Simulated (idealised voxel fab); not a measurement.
process module | voxel self aligned contacts
cross-section cut | 205 nm wide | cells 5 nm
A cross-section is a grid of square cells, given in bands from the top down. A band is one or more rows of cells.
Each band's line starts with the height of the band's top and of its bottom, in nm. Then come its materials from left to right, each with its width in nm. One material with "throughout" fills the band from edge to edge. "air" is empty space.
Height 0 is the level under which the wafer as received is all one material. The lowest band goes on downwards, as in "0 down".
A width such as "30 to 40" changes by the same amount from each row of cells to the next, from the band's top row to its bottom row.
"no change" after a step means that no cell of the cross-section changed.
closed voids: empty space of 8 cells or more with no open way to the top, each as width x height at its distance from the left edge, in nm
after a step's settings: what the simulator itself notes on the step
overlay nm, on a step with a mask: how far to the right of its planned place the mask lay; to the left if negative
plan
1 op RECEIVE | material Si
2 op OXIDIZE | depth nm 5
3 op DIRECTIONAL_DEP | material polySi | thk nm 30
4 op DIRECTIONAL_DEP | material SiN | thk nm 20
5 op PATTERN | tone cover | mask id GATE | material resist | width nm 35 | pitch nm 65 | thk nm 20 | overlay nm 0
6 op DIRECTIONAL_ETCH | etch materials SiN | depth nm 20
7 op DIRECTIONAL_ETCH | etch materials polySi | depth nm 30
8 op STRIP | etch materials resist
9 op CONFORMAL_DEP | material SiN | thk nm 5
10 op DIRECTIONAL_ETCH | etch materials SiN | depth nm 5
11 op FILL_DEP | material SiO2 | thk nm 15
12 op CMP | height nm 55
13 op MASKED_ETCH | tone open | mask id CONTACT | width nm 50 | pitch nm 65 | etch materials SiO2 | depth nm 60 | overlay nm 0
14 op CONFORMAL_DEP | material TiN | thk nm 5
15 op FILL_DEP | material W | thk nm 5
16 op CMP | height nm 55
17 op CONFORMAL_DEP | material SiCN | thk nm 5
as received, after step 1
  0 down: Si throughout
  closed voids: none
first wafer at the end, as planned
  60 to 55: SiCN throughout
  55 to 50: SiO2 45 | TiN 20 | W 10 | TiN 20 | SiO2 15 | TiN 20 | W 10 | TiN 20 | SiO2 45
  50 to 30: SiO2 15 | SiN 45 | TiN 5 | W 10 | TiN 5 | SiN 45 | TiN 5 | W 10 | TiN 5 | SiN 45 | SiO2 15
  30 to 0: SiO2 15 | SiN 5 | polySi 35 | SiN 5 | TiN 5 | W 10 | TiN 5 | SiN 5 | polySi 35 | SiN 5 | TiN 5 | W 10 | TiN 5 | SiN 5 | polySi 35 | SiN 5 | SiO2 15
  0 to -5: SiO2 60 | TiN 20 | SiO2 45 | TiN 20 | SiO2 60
  -5 down: Si throughout
  closed voids: none
second wafer at the end: like start, like plan, one mistake
  60 to 55: SiCN throughout
  55 to 50: SiO2 45 | TiN 50 | SiO2 15 | TiN 50 | SiO2 45
  50 to 30: SiN 25 | SiO2 20 | TiN 5 | SiN 40 | TiN 5 | SiO2 15 | TiN 5 | SiN 40 | TiN 5 | SiO2 20 | SiN 25
  30 to 0: polySi 20 | SiN 5 | SiO2 20 | TiN 5 | SiN 5 | polySi 30 | SiN 5 | TiN 5 | SiO2 15 | TiN 5 | SiN 5 | polySi 30 | SiN 5 | TiN 5 | SiO2 20 | SiN 5 | polySi 20
  0 to -5: SiO2 45 | TiN 5 | SiO2 40 | TiN 5 | SiO2 15 | TiN 5 | SiO2 40 | TiN 5 | SiO2 45
  -5 down: Si throughout
  closed voids: none
what went wrong: step 5 ran as: op PATTERN | tone open | mask id GATE | material resist | width nm 35 | pitch nm 65 | thk nm 20 | overlay nm 0
at the end the second wafer has, in cells: 4 fewer of SiN | 54 more of SiO2 | 44 fewer of W | 6 fewer of polySi
